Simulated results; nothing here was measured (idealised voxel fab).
process module | voxel local oxidation
cross-section cut | 180 nm wide | cells 5 nm
A cross-section is a grid of square cells, given in bands from the top down. A band is one or more rows of cells.
Each band's line starts with the height of the band's top and of its bottom, in nm. Then come its materials from left to right, each with its width in nm. One material with "throughout" fills the band from edge to edge. "air" is empty space.
Height 0 is the level under which the wafer as received is all one material. The lowest band goes on downwards, as in "0 down".
A width such as "30 to 40" changes by the same amount from each row of cells to the next, from the band's top row to its bottom row.
"no change" after a step means that no cell of the cross-section changed.
closed voids: empty space of 8 cells or more with no open way to the top, each as width x height at its distance from the left edge, in nm
after a step's settings: what the simulator itself notes on the step
overlay nm, on a step with a mask: how far to the right of its planned place the mask lay; to the left if negative
plan
1 op RECEIVE | material Si
2 op OXIDIZE | depth nm 5
3 op CONFORMAL_DEP | material SiN | thk nm 15
4 op PATTERN | tone cover | mask id ACTIVE | material resist | width nm 130 | thk nm 20 | overlay nm 0
5 op DIRECTIONAL_ETCH | etch materials SiN | depth nm 15
6 op STRIP | etch materials resist
7 op SELECTIVE_ETCH | etch materials SiO2 | depth nm 5
8 op OXIDIZE | depth nm 15
9 op STRIP | etch materials SiN
as received, after step 1
  0 down: Si throughout
  closed voids: none
a wafer at the end: this start, this plan, one mistake
  15 to 0: air 25 | SiN 130 | air 25
  0 to -5: air 30 | SiO2 120 | air 30
  -5 to -20: SiO2 45 | Si 90 | SiO2 45
  -20 down: Si throughout
  closed voids: none
what went wrong: step 9 was left out
